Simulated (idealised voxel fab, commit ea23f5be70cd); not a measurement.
Title: Process Module voxel self aligned contacts
Xsec cut, 275 nm wide, square cell size 5 nm.
Reading order for cross-sections: top band down to bottom band. Underlying form: a grid of square cells. Band size: one or more rows of cells. Within each band entry, the heights of the top and of the bottom of the band appear first, in that order and in nm; the materials of the band then follow from left to right, each with its corresponding width in nm. The designation "edge to edge" on a single material indicates that it fills the band from edge to edge; the designation "air" indicates empty space. A quick word on heights: they are counted from 0, and under that level the wafer as it came to us is one material throughout. The lowest band is different from the rest in having no bottom; it simply continues downward, written as in "0 and below". You'd read "30 to 40" like this: the band's top row of cells is as wide as the first number, its bottom row is as wide as the second, and going down, every row changes width by the same amount as the row before did. Take "nothing was modified" at face value: in the step it is given for, the cross-section changed in none of its cells. You'll see "Sealed internal cavities" listing empty spaces that have no way open to the top, as long as they're 8 cells or more; the notation is width x height at distance, where the distance is from the left edge, and all of it is in nm. If you see something after the settings on a step's line, that's the simulator's own remark about that step. When a step includes a mask, the "overlay nm" setting on its line states how far to the right of its planned place that mask lay, and negative values state how far to the left.

Steps in the process plan:
1) RECEIVE: material Si
2) OXIDIZE: depth nm 5
3) DIRECTIONAL_DEP: material polySi, thk nm 30
4) DIRECTIONAL_DEP: material SiN, thk nm 20
5) PATTERN: tone cover, mask id GATE, material resist, width nm 35, pitch nm 70, thk nm 20, overlay nm 0
6) DIRECTIONAL_ETCH: etch materials SiN, depth nm 20
7) DIRECTIONAL_ETCH: etch materials polySi, depth nm 30
8) STRIP: etch materials resist
9) CONFORMAL_DEP: material SiN, thk nm 5
10) DIRECTIONAL_ETCH: etch materials SiN, depth nm 5
11) FILL_DEP: material SiO2, thk nm 15
12) CMP: height nm 60
13) PATTERN: tone open, mask id CONTACT, material resist, width nm 55, pitch nm 70, thk nm 20, overlay nm 0
14) DIRECTIONAL_ETCH: etch materials SiO2, depth nm 65
15) STRIP: etch materials resist
16) CONFORMAL_DEP: material TiN, thk nm 5
17) FILL_DEP: material W, thk nm 5
18) CMP: height nm 60
19) CONFORMAL_DEP: material SiN, thk nm 5

Run as planned: first of two wafers:

Wafer as received: cross-section following step 1:
> 0 and below = Si edge to edge
> Sealed internal cavities: none

Cross-section: wafer state after step 2:
> 0 down to -5 = SiO2 edge to edge
> Whatever lies below -5 is exactly as it was before.

Cross-section: wafer state after step 3:
> 30 down to 0 = polySi edge to edge
> Whatever lies below 0 is exactly as it was before.

Cross-section: wafer state after step 4:
> 50 down to 30 = SiN edge to edge
> Whatever lies below 30 is exactly as it was before.

Cross-section: wafer state after step 5:
> 70 down to 50 = air=50, resist=35, air=35, resist=35, air=35, resist=35, air=50
> Whatever lies below 50 is exactly as it was before.

Cross-section: wafer state after step 6:
> 70 down to 50 = air=50, resist=35, air=35, resist=35, air=35, resist=35, air=50
> 50 down to 30 = air=50, SiN=35, air=35, SiN=35, air=35, SiN=35, air=50
> Whatever lies below 30 is exactly as it was before.

Cross-section: wafer state after step 7:
> 70 down to 50 = air=50, resist=35, air=35, resist=35, air=35, resist=35, air=50
> 50 down to 30 = air=50, SiN=35, air=35, SiN=35, air=35, SiN=35, air=50
> 30 down to 0 = air=50, polySi=35, air=35, polySi=35, air=35, polySi=35, air=50
> Whatever lies below 0 is exactly as it was before.

Cross-section: wafer state after step 8:
> 50 down to 30 = air=50, SiN=35, air=35, SiN=35, air=35, SiN=35, air=50
> Whatever lies below 30 is exactly as it was before.

Cross-section: wafer state after step 9:
> 55 down to 30 = air=45, SiN=45, air=25, SiN=45, air=25, SiN=45, air=45
> 30 down to 5 = air=45, SiN=5, polySi=35, SiN=5, air=25, SiN=5, polySi=35, SiN=5, air=25, SiN=5, polySi=35, SiN=5, air=45
> 5 down to 0 = SiN=50, polySi=35, SiN=35, polySi=35, SiN=35, polySi=35, SiN=50
> Whatever lies below 0 is exactly as it was before.

Cross-section: wafer state after step 10:
> 50 down to 30 = air=45, SiN=45, air=25, SiN=45, air=25, SiN=45, air=45
> 30 down to 0 = air=45, SiN=5, polySi=35, SiN=5, air=25, SiN=5, polySi=35, SiN=5, air=25, SiN=5, polySi=35, SiN=5, air=45
> Whatever lies below 0 is exactly as it was before.

Cross-section: wafer state after step 11:
> 65 down to 50 = SiO2 edge to edge
> 50 down to 30 = SiO2=45, SiN=45, SiO2=25, SiN=45, SiO2=25, SiN=45, SiO2=45
> 30 down to 0 = SiO2=45, SiN=5, polySi=35, SiN=5, SiO2=25, SiN=5, polySi=35, SiN=5, SiO2=25, SiN=5, polySi=35, SiN=5, SiO2=45
> Whatever lies below 0 is exactly as it was before.

Cross-section: wafer state after step 12:
> 60 down to 50 = SiO2 edge to edge
> Whatever lies below 50 is exactly as it was before.

Cross-section: wafer state after step 13:
> 80 down to 60 = resist=75, air=55, resist=15, air=55, resist=75
> Whatever lies below 60 is exactly as it was before.

Cross-section: wafer state after step 14:
> 80 down to 60 = resist=75, air=55, resist=15, air=55, resist=75
> 60 down to 50 = SiO2=75, air=55, SiO2=15, air=55, SiO2=75
> 50 down to 30 = SiO2=45, SiN=45, air=25, SiN=45, air=25, SiN=45, SiO2=45
> 30 down to 0 = SiO2=45, SiN=5, polySi=35, SiN=5, air=25, SiN=5, polySi=35, SiN=5, air=25, SiN=5, polySi=35, SiN=5, SiO2=45
> 0 down to -5 = SiO2=90, air=25, SiO2=45, air=25, SiO2=90
> Whatever lies below -5 is exactly as it was before.

Cross-section: wafer state after step 15:
> 60 down to 50 = SiO2=75, air=55, SiO2=15, air=55, SiO2=75
> Whatever lies below 50 is exactly as it was before.

Cross-section: wafer state after step 16:
> 65 down to 60 = TiN=80, air=45, TiN=25, air=45, TiN=80
> 60 down to 50 = SiO2=75, TiN=5 to 20, air=45 to 15, TiN=5 to 20, SiO2=15, TiN=5 to 20, air=45 to 15, TiN=5 to 20, SiO2=75
> 50 down to 30 = SiO2=45, SiN=45, TiN=5, air=15, TiN=5, SiN=45, TiN=5, air=15, TiN=5, SiN=45, SiO2=45
> 30 down to 0 = SiO2=45, SiN=5, polySi=35, SiN=5, TiN=5, air=15, TiN=5, SiN=5, polySi=35, SiN=5, TiN=5, air=15, TiN=5, SiN=5, polySi=35, SiN=5, SiO2=45
> 0 down to -5 = SiO2=90, TiN=25, SiO2=45, TiN=25, SiO2=90
> Whatever lies below -5 is exactly as it was before.

Cross-section: wafer state after step 17:
> 70 down to 65 = W edge to edge
> 65 down to 60 = TiN=80, W=45, TiN=25, W=45, TiN=80
> 60 down to 50 = SiO2=75, TiN=5 to 20, W=45 to 15, TiN=5 to 20, SiO2=15, TiN=5 to 20, W=45 to 15, TiN=5 to 20, SiO2=75
> 50 down to 30 = SiO2=45, SiN=45, TiN=5, W=15, TiN=5, SiN=45, TiN=5, W=15, TiN=5, SiN=45, SiO2=45
> 30 down to 0 = SiO2=45, SiN=5, polySi=35, SiN=5, TiN=5, W=15, TiN=5, SiN=5, polySi=35, SiN=5, TiN=5, W=15, TiN=5, SiN=5, polySi=35, SiN=5, SiO2=45
> Whatever lies below 0 is exactly as it was before.

Cross-section: wafer state after step 18:
> 60 down to 50 = SiO2=75, TiN=5 to 20, W=45 to 15, TiN=5 to 20, SiO2=15, TiN=5 to 20, W=45 to 15, TiN=5 to 20, SiO2=75
> Whatever lies below 50 is exactly as it was before.

Cross-section: wafer state after step 19:
> 65 down to 60 = SiN edge to edge
> Whatever lies below 60 is exactly as it was before.

Second Wafer (Identical Start and Plan, One Processing Error; Matches First Wafer Through Step 1):

What the second wafer looks like in cross-section when step 2 should have wrapped up: nothing was modified

What the second wafer looks like in cross-section when step 3 should have wrapped up:
> 30 down to 0 = polySi edge to edge
> Whatever lies below 0 is exactly as it was before.

What the second wafer looks like in cross-section when step 4 should have wrapped up:
> 50 down to 30 = SiN edge to edge
> Whatever lies below 30 is exactly as it was before.

What the second wafer looks like in cross-section when step 5 should have wrapped up:
> 70 down to 50 = air=50, resist=35, air=35, resist=35, air=35, resist=35, air=50
> Whatever lies below 50 is exactly as it was before.

What the second wafer looks like in cross-section when step 6 should have wrapped up:
> 70 down to 50 = air=50, resist=35, air=35, resist=35, air=35, resist=35, air=50
> 50 down to 30 = air=50, SiN=35, air=35, SiN=35, air=35, SiN=35, air=50
> Whatever lies below 30 is exactly as it was before.

What the second wafer looks like in cross-section when step 7 should have wrapped up:
> 70 down to 50 = air=50, resist=35, air=35, resist=35, air=35, resist=35, air=50
> 50 down to 30 = air=50, SiN=35, air=35, SiN=35, air=35, SiN=35, air=50
> 30 down to 0 = air=50, polySi=35, air=35, polySi=35, air=35, polySi=35, air=50
> Whatever lies below 0 is exactly as it was before.

What the second wafer looks like in cross-section when step 8 should have wrapped up:
> 50 down to 30 = air=50, SiN=35, air=35, SiN=35, air=35, SiN=35, air=50
> Whatever lies below 30 is exactly as it was before.

What the second wafer looks like in cross-section when step 9 should have wrapped up:
> 55 down to 30 = air=45, SiN=45, air=25, SiN=45, air=25, SiN=45, air=45
> 30 down to 5 = air=45, SiN=5, polySi=35, SiN=5, air=25, SiN=5, polySi=35, SiN=5, air=25, SiN=5, polySi=35, SiN=5, air=45
> 5 down to 0 = SiN=50, polySi=35, SiN=35, polySi=35, SiN=35, polySi=35, SiN=50
> Whatever lies below 0 is exactly as it was before.

What the second wafer looks like in cross-section when step 10 should have wrapped up:
> 50 down to 30 = air=45, SiN=45, air=25, SiN=45, air=25, SiN=45, air=45
> 30 down to 0 = air=45, SiN=5, polySi=35, SiN=5, air=25, SiN=5, polySi=35, SiN=5, air=25, SiN=5, polySi=35, SiN=5, air=45
> Whatever lies below 0 is exactly as it was before.

What the second wafer looks like in cross-section when step 11 should have wrapped up:
> 65 down to 50 = SiO2 edge to edge
> 50 down to 30 = SiO2=45, SiN=45, SiO2=25, SiN=45, SiO2=25, SiN=45, SiO2=45
> 30 down to 0 = SiO2=45, SiN=5, polySi=35, SiN=5, SiO2=25, SiN=5, polySi=35, SiN=5, SiO2=25, SiN=5, polySi=35, SiN=5, SiO2=45
> Whatever lies below 0 is exactly as it was before.

What the second wafer looks like in cross-section when step 12 should have wrapped up:
> 60 down to 50 = SiO2 edge to edge
> Whatever lies below 50 is exactly as it was before.

What the second wafer looks like in cross-section when step 13 should have wrapped up:
> 80 down to 60 = resist=75, air=55, resist=15, air=55, resist=75
> Whatever lies below 60 is exactly as it was before.

What the second wafer looks like in cross-section when step 14 should have wrapped up:
> 80 down to 60 = resist=75, air=55, resist=15, air=55, resist=75
> 60 down to 50 = SiO2=75, air=55, SiO2=15, air=55, SiO2=75
> 50 down to 30 = SiO2=45, SiN=45, air=25, SiN=45, air=25, SiN=45, SiO2=45
> 30 down to 0 = SiO2=45, SiN=5, polySi=35, SiN=5, air=25, SiN=5, polySi=35, SiN=5, air=25, SiN=5, polySi=35, SiN=5, SiO2=45
> Whatever lies below 0 is exactly as it was before.

What the second wafer looks like in cross-section when step 15 should have wrapped up:
> 60 down to 50 = SiO2=75, air=55, SiO2=15, air=55, SiO2=75
> Whatever lies below 50 is exactly as it was before.

What the second wafer looks like in cross-section when step 16 should have wrapped up:
> 65 down to 60 = TiN=80, air=45, TiN=25, air=45, TiN=80
> 60 down to 50 = SiO2=75, TiN=5 to 20, air=45 to 15, TiN=5 to 20, SiO2=15, TiN=5 to 20, air=45 to 15, TiN=5 to 20, SiO2=75
> 50 down to 30 = SiO2=45, SiN=45, TiN=5, air=15, TiN=5, SiN=45, TiN=5, air=15, TiN=5, SiN=45, SiO2=45
> 30 down to 5 = SiO2=45, SiN=5, polySi=35, SiN=5, TiN=5, air=15, TiN=5, SiN=5, polySi=35, SiN=5, TiN=5, air=15, TiN=5, SiN=5, polySi=35, SiN=5, SiO2=45
> 5 down to 0 = SiO2=45, SiN=5, polySi=35, SiN=5, TiN=25, SiN=5, polySi=35, SiN=5, TiN=25, SiN=5, polySi=35, SiN=5, SiO2=45
> Whatever lies below 0 is exactly as it was before.

What the second wafer looks like in cross-section when step 17 should have wrapped up:
> 70 down to 65 = W edge to edge
> 65 down to 60 = TiN=80, W=45, TiN=25, W=45, TiN=80
> 60 down to 50 = SiO2=75, TiN=5 to 20, W=45 to 15, TiN=5 to 20, SiO2=15, TiN=5 to 20, W=45 to 15, TiN=5 to 20, SiO2=75
> 50 down to 30 = SiO2=45, SiN=45, TiN=5, W=15, TiN=5, SiN=45, TiN=5, W=15, TiN=5, SiN=45, SiO2=45
> 30 down to 5 = SiO2=45, SiN=5, polySi=35, SiN=5, TiN=5, W=15, TiN=5, SiN=5, polySi=35, SiN=5, TiN=5, W=15, TiN=5, SiN=5, polySi=35, SiN=5, SiO2=45
> Whatever lies below 5 is exactly as it was before.

What the second wafer looks like in cross-section when step 18 should have wrapped up:
> 60 down to 50 = SiO2=75, TiN=5 to 20, W=45 to 15, TiN=5 to 20, SiO2=15, TiN=5 to 20, W=45 to 15, TiN=5 to 20, SiO2=75
> Whatever lies below 50 is exactly as it was before.

What the second wafer looks like in cross-section when step 19 should have wrapped up:
> 65 down to 60 = SiN edge to edge
> Whatever lies below 60 is exactly as it was before.
Against the plan, the run slipped here: it should be noted that step 2 of the plan was omitted and was not performed
The second wafer ends with more or fewer cells of some materials than the first, per final count: 55 more of Si; 45 fewer of SiO2; 4 fewer of TiN; 6 fewer of W
